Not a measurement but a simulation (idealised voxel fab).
Herein follows the process module entitled voxel capacitor over wiring.
Pictured: cross-section cut, 275 nm wide, on a grid of 5 nm square cells.
Square cells in a grid make up a cross-section in this document, and the grid is given as bands, listed from the top down, each one or more rows of cells.
Band: top height; bottom height; in nm. Then, left to right: material with width in nm, for each material. "full width": a single material spanning edge to edge. "air": empty space.
A quick word on heights: they are counted from 0, and under that level the wafer as it came to us is one material throughout. The lowest band is different from the rest in having no bottom; it simply continues downward, written as in "0 nm and below".
The expression "30 to 40" gives the width at the extremes of the band, the first number at its top row of cells and the second at its bottom row, with the width changing by equal amounts from each row to the next in between.
"identical to before" (step): cross-section cells unchanged, all of them.
"Enclosed voids" enumerates empty spaces isolated from the top, with no open way to it, that contain at least 8 cells, giving each as width x height at distance from the left edge, all three in nm.
That trailing text on a step's line, after the settings, is the simulator's own remark on the step.
overlay nm: mask right of planned place by this much (step with mask). Neg. = left.

BELOW IS THE LIST OF PLANNED PROCESS STEPS
1. RECEIVE,material Si
2. CONFORMAL_DEP,material SiO2,thk nm 15
3. DIRECTIONAL_DEP,material TiN,thk nm 5
4. DIRECTIONAL_DEP,material W,thk nm 15
5. MASKED_ETCH,tone cover,mask id METAL_1,width nm 30,pitch nm 100,etch materials W,depth nm 15,overlay nm 0
6. MASKED_ETCH,tone cover,mask id METAL_1,width nm 30,pitch nm 100,etch materials TiN,depth nm 5,overlay nm 0
7. FILL_DEP,material SiO2,thk nm 10
8. CMP,height nm 35
9. CONFORMAL_DEP,material SiCN,thk nm 5
10. DIRECTIONAL_DEP,material lowk,thk nm 10
11. PATTERN,tone open,mask id PLUG_1,material resist,width nm 15,thk nm 15,overlay nm 0
12. DIRECTIONAL_ETCH,etch materials lowk,depth nm 10
13. DIRECTIONAL_ETCH,etch materials SiCN,depth nm 5
14. STRIP,etch materials resist
15. EPI,material Ru,thk nm 10
16. EPI,material Ru,thk nm 5
17. DIRECTIONAL_DEP,material TiN,thk nm 10
18. DIRECTIONAL_DEP,material SiN,thk nm 5
19. DIRECTIONAL_DEP,material TiN,thk nm 5
20. DIRECTIONAL_DEP,material aC,thk nm 10
21. PATTERN,tone cover,mask id UPPER_PLATE,material resist,width nm 75,thk nm 25,overlay nm 0
22. DIRECTIONAL_ETCH,etch materials aC,depth nm 10
23. STRIP,etch materials resist
24. DIRECTIONAL_ETCH,etch materials TiN,depth nm 5
25. DIRECTIONAL_ETCH,etch materials SiN,depth nm 5
26. STRIP,etch materials aC
27. MASKED_ETCH,tone cover,mask id LOWER_PLATE,width nm 85,etch materials TiN,depth nm 10,overlay nm 0
28. FILL_DEP,material SiO2,thk nm 20
29. CMP,height nm 85
30. MASKED_ETCH,tone open,mask id PLUG_2,width nm 15,etch materials SiO2,depth nm 15,overlay nm 0
31. CONFORMAL_DEP,material TiN,thk nm 5
32. FILL_DEP,material Ru,thk nm 5
33. CMP,height nm 85
34. CONFORMAL_DEP,material SiN,thk nm 5

AS-RECEIVED STATE OF THE WAFER IN CROSS-SECTION, EQUIVALENT TO POST-STEP 1
    0 nm and below = Si full width
    Enclosed voids: none

FIRST WAFER AT THE END, AS PLANNED
    90 nm to 85 nm = SiN full width
    85 nm to 75 nm = 95 of SiO2 / 5 of TiN / 5 of Ru / 5 of TiN / 165 of SiO2
    75 nm to 65 nm = 95 to 85 of SiO2 / 15 to 75 of TiN / 165 to 115 of SiO2
    65 nm to 60 nm = 85 of SiO2 / 75 of SiN / 115 of SiO2
    60 nm to 50 nm = 80 of SiO2 / 85 of TiN / 110 of SiO2
    50 nm to 40 nm = 85 of lowk / 15 of Ru / 175 of lowk
    40 nm to 35 nm = 85 of SiCN / 15 of Ru / 175 of SiCN
    35 nm to 20 nm = 70 of SiO2 / 30 of W / 70 of SiO2 / 30 of W / 75 of SiO2
    20 nm to 15 nm = 70 of SiO2 / 30 of TiN / 70 of SiO2 / 30 of TiN / 75 of SiO2
    15 nm to 0 nm = SiO2 full width
    0 nm and below = Si full width
    Enclosed voids: none

PRESENTED HERE IS A CROSS-SECTION OF THE SECOND OF THE TWO WAFERS AS IT STOOD AT THE END OF THE MODULE. IT WAS STARTED IN THE SAME MANNER AND ASSIGNED THE SAME PLAN AS THE FIRST WAFER; HOWEVER, ONE MISTAKE WAS MADE IN ITS EXECUTION
    90 nm to 85 nm = SiN full width
    85 nm to 80 nm = 95 of SiO2 / 5 of TiN / 5 of Ru / 5 of TiN / 165 of SiO2
    80 nm to 70 nm = 95 to 85 of SiO2 / 15 to 25 of TiN / 165 of SiO2
    70 nm to 65 nm = 85 of SiO2 / 20 of SiN / 55 of TiN / 115 of SiO2
    65 nm to 60 nm = 80 of SiO2 / 25 of TiN / 55 of SiN / 115 of SiO2
    60 nm to 55 nm = 80 of SiO2 / 85 of TiN / 110 of SiO2
    55 nm to 50 nm = 80 of SiO2 / 25 of Ru / 60 of TiN / 110 of SiO2
    50 nm to 40 nm = 85 of lowk / 15 of Ru / 175 of lowk
    40 nm to 35 nm = W full width
    35 nm to 20 nm = 70 of SiO2 / 30 of W / 70 of SiO2 / 30 of W / 75 of SiO2
    20 nm to 15 nm = 70 of SiO2 / 30 of TiN / 70 of SiO2 / 30 of TiN / 75 of SiO2
    15 nm to 0 nm = SiO2 full width
    0 nm and below = Si full width
    Enclosed voids: none
The mistake made against the process plan was this: planned and actual differ for step 9; actual: CONFORMAL_DEP,material W,thk nm 5
Wrapping up, a cell-based count of both wafers puts the second over or under the first for these materials: 1 more of Ru | 52 fewer of SiCN | 3 fewer of SiO2 | 1 fewer of TiN | 55 more of W
